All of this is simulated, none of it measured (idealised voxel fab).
process module | voxel capacitor over wiring
cross-section cut | 270 nm wide | cells 5 nm
A cross-section is a grid of square cells, given in bands from the top down. A band is one or more rows of cells.
Each band's line starts with the height of the band's top and of its bottom, in nm. Then come its materials from left to right, each with its width in nm. One material with "throughout" fills the band from edge to edge. "air" is empty space.
Height 0 is the level under which the wafer as received is all one material. The lowest band goes on downwards, as in "0 down".
A width such as "30 to 40" changes by the same amount from each row of cells to the next, from the band's top row to its bottom row.
"no change" after a step means that no cell of the cross-section changed.
closed voids: empty space of 8 cells or more with no open way to the top, each as width x height at its distance from the left edge, in nm
after a step's settings: what the simulator itself notes on the step
overlay nm, on a step with a mask: how far to the right of its planned place the mask lay; to the left if negative
plan
1 op RECEIVE | material Si
2 op CONFORMAL_DEP | material SiO2 | thk nm 10
3 op CONFORMAL_DEP | material SiN | thk nm 5
4 op DIRECTIONAL_DEP | material SiO2 | thk nm 20
5 op MASKED_ETCH | tone open | mask id METAL_1 | width nm 20 | pitch nm 85 | etch materials SiO2 | depth nm 20 | overlay nm 0
6 op MASKED_ETCH | tone open | mask id METAL_1 | width nm 20 | pitch nm 85 | etch materials SiN | depth nm 5 | overlay nm 0
7 op CONFORMAL_DEP | material TiN | thk nm 5
8 op FILL_DEP | material Cu | thk nm 10
9 op CMP | height nm 35
10 op CONFORMAL_DEP | material SiCN | thk nm 5
11 op DIRECTIONAL_DEP | material lowk | thk nm 20
12 op DIRECTIONAL_DEP | material aC | thk nm 15
13 op PATTERN | tone open | mask id PLUG_1 | material resist | width nm 15 | thk nm 35 | overlay nm 0
14 op DIRECTIONAL_ETCH | etch materials aC | depth nm 15
15 op STRIP | etch materials resist
16 op DIRECTIONAL_ETCH | etch materials lowk | depth nm 20
17 op DIRECTIONAL_ETCH | etch materials SiCN | depth nm 5
18 op STRIP | etch materials aC
19 op CONFORMAL_DEP | material TiN | thk nm 5
20 op FILL_DEP | material Ru | thk nm 5
21 op CMP | height nm 60
22 op DIRECTIONAL_DEP | material TiN | thk nm 10
23 op DIRECTIONAL_DEP | material HfO2 | thk nm 5
24 op DIRECTIONAL_DEP | material TiN | thk nm 5
25 op DIRECTIONAL_DEP | material aC | thk nm 10
26 op PATTERN | tone cover | mask id UPPER_PLATE | material resist | width nm 70 | thk nm 25 | overlay nm 0
27 op DIRECTIONAL_ETCH | etch materials aC | depth nm 10
28 op STRIP | etch materials resist
29 op DIRECTIONAL_ETCH | etch materials TiN | depth nm 5
30 op DIRECTIONAL_ETCH | etch materials HfO2 | depth nm 5
31 op STRIP | etch materials aC
32 op DIRECTIONAL_DEP | material aC | thk nm 15
33 op PATTERN | tone cover | mask id LOWER_PLATE | material resist | width nm 80 | thk nm 30 | overlay nm 0
34 op DIRECTIONAL_ETCH | etch materials aC | depth nm 15
35 op STRIP | etch materials resist
36 op DIRECTIONAL_ETCH | etch materials TiN | depth nm 10
37 op STRIP | etch materials aC
38 op FILL_DEP | material SiO2 | thk nm 20
39 op CMP | height nm 95
40 op PATTERN | tone open | mask id PLUG_2 | material resist | width nm 15 | thk nm 15 | overlay nm 0
41 op DIRECTIONAL_ETCH | etch materials SiO2 | depth nm 15
42 op STRIP | etch materials resist
43 op CONFORMAL_DEP | material TiN | thk nm 5
44 op FILL_DEP | material Cu | thk nm 10
45 op CMP | height nm 95
46 op CONFORMAL_DEP | material SiCN | thk nm 5
as received, after step 1
  0 down: Si throughout
  closed voids: none
first wafer at the end, as planned
  100 to 95: SiCN throughout
  95 to 85: SiO2 95 | TiN 5 | Cu 5 | TiN 5 | SiO2 160
  85 to 75: SiO2 95 to 85 | TiN 15 to 70 | SiO2 160 to 115
  75 to 70: SiO2 85 | HfO2 70 | SiO2 115
  70 to 60: SiO2 80 | TiN 80 | SiO2 110
  60 to 40: lowk 85 | TiN 5 | Ru 5 | TiN 5 | lowk 170
  40 to 35: SiCN 85 | TiN 15 | SiCN 170
  35 to 15: SiO2 80 | TiN 5 | Cu 10 | TiN 5 | SiO2 65 | TiN 5 | Cu 10 | TiN 5 | SiO2 85
  15 to 10: SiN 80 | TiN 20 | SiN 65 | TiN 20 | SiN 85
  10 to 0: SiO2 throughout
  0 down: Si throughout
  closed voids: none
second wafer at the end: like start, like plan, one mistake
  100 to 95: SiCN throughout
  95 to 85: SiO2 95 | TiN 5 | Cu 5 | TiN 5 | SiO2 160
  85 to 75: SiO2 95 to 85 | TiN 15 to 70 | SiO2 160 to 115
  75 to 70: SiO2 85 | HfO2 70 | SiO2 115
  70 to 60: SiO2 80 | TiN 80 | SiO2 110
  60 to 40: lowk 90 | TiN 5 | Ru 5 | TiN 5 | lowk 165
  40 to 35: SiCN 90 | TiN 15 | SiCN 165
  35 to 15: SiO2 80 | TiN 5 | Cu 10 | TiN 5 | SiO2 65 | TiN 5 | Cu 10 | TiN 5 | SiO2 85
  15 to 10: SiN 80 | TiN 20 | SiN 65 | TiN 20 | SiN 85
  10 to 0: SiO2 throughout
  0 down: Si throughout
  closed voids: none
what went wrong: step 13 ran as: op PATTERN | tone open | mask id PLUG_1 | material resist | width nm 15 | thk nm 35 | overlay nm 5
at the end the second wafer has, in cells: as many of each material as the first, in other places
